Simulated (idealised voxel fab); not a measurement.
process module | voxel spacer lines
cross-section cut | 210 nm wide | cells 5 nm
A cross-section is a grid of square cells, given in bands from the top down. A band is one or more rows of cells.
Each band's line starts with the height of the band's top and of its bottom, in nm. Then come its materials from left to right, each with its width in nm. One material with "throughout" fills the band from edge to edge. "air" is empty space.
Height 0 is the level under which the wafer as received is all one material. The lowest band goes on downwards, as in "0 down".
A width such as "30 to 40" changes by the same amount from each row of cells to the next, from the band's top row to its bottom row.
"no change" after a step means that no cell of the cross-section changed.
closed voids: empty space of 8 cells or more with no open way to the top, each as width x height at its distance from the left edge, in nm
after a step's settings: what the simulator itself notes on the step
overlay nm, on a step with a mask: how far to the right of its planned place the mask lay; to the left if negative
plan
1 op RECEIVE | material Si
2 op CONFORMAL_DEP | material Al2O3 | thk nm 5
3 op DIRECTIONAL_DEP | material polySi | thk nm 20
4 op DIRECTIONAL_DEP | material aC | thk nm 30
5 op PATTERN | tone cover | mask id MANDREL | material resist | width nm 25 | pitch nm 70 | thk nm 40 | overlay nm 0
6 op DIRECTIONAL_ETCH | etch materials aC | depth nm 30
7 op STRIP | etch materials resist
8 op CONFORMAL_DEP | material SiN | thk nm 10
9 op DIRECTIONAL_ETCH | etch materials SiN | depth nm 10
10 op STRIP | etch materials aC
11 op DIRECTIONAL_ETCH | etch materials polySi | depth nm 20
12 op STRIP | etch materials SiN
13 op FILL_DEP | material SiO2 | thk nm 5
14 op CMP | height nm 25
as received, after step 1
  0 down: Si throughout
  closed voids: none
first wafer at the end, as planned
  25 to 5: SiO2 45 | polySi 10 | SiO2 25 | polySi 10 | SiO2 25 | polySi 10 | SiO2 25 | polySi 10 | SiO2 50
  5 to 0: Al2O3 throughout
  0 down: Si throughout
  closed voids: none
second wafer at the end: like start, like plan, one mistake
  25 to 5: SiO2 50 | polySi 5 | SiO2 25 | polySi 5 | SiO2 35 | polySi 5 | SiO2 25 | polySi 5 | SiO2 55
  5 to 0: Al2O3 throughout
  0 down: Si throughout
  closed voids: none
what went wrong: step 8 ran as: op CONFORMAL_DEP | material SiN | thk nm 5
at the end the second wafer has, in cells: 16 more of SiO2 | 16 fewer of polySi
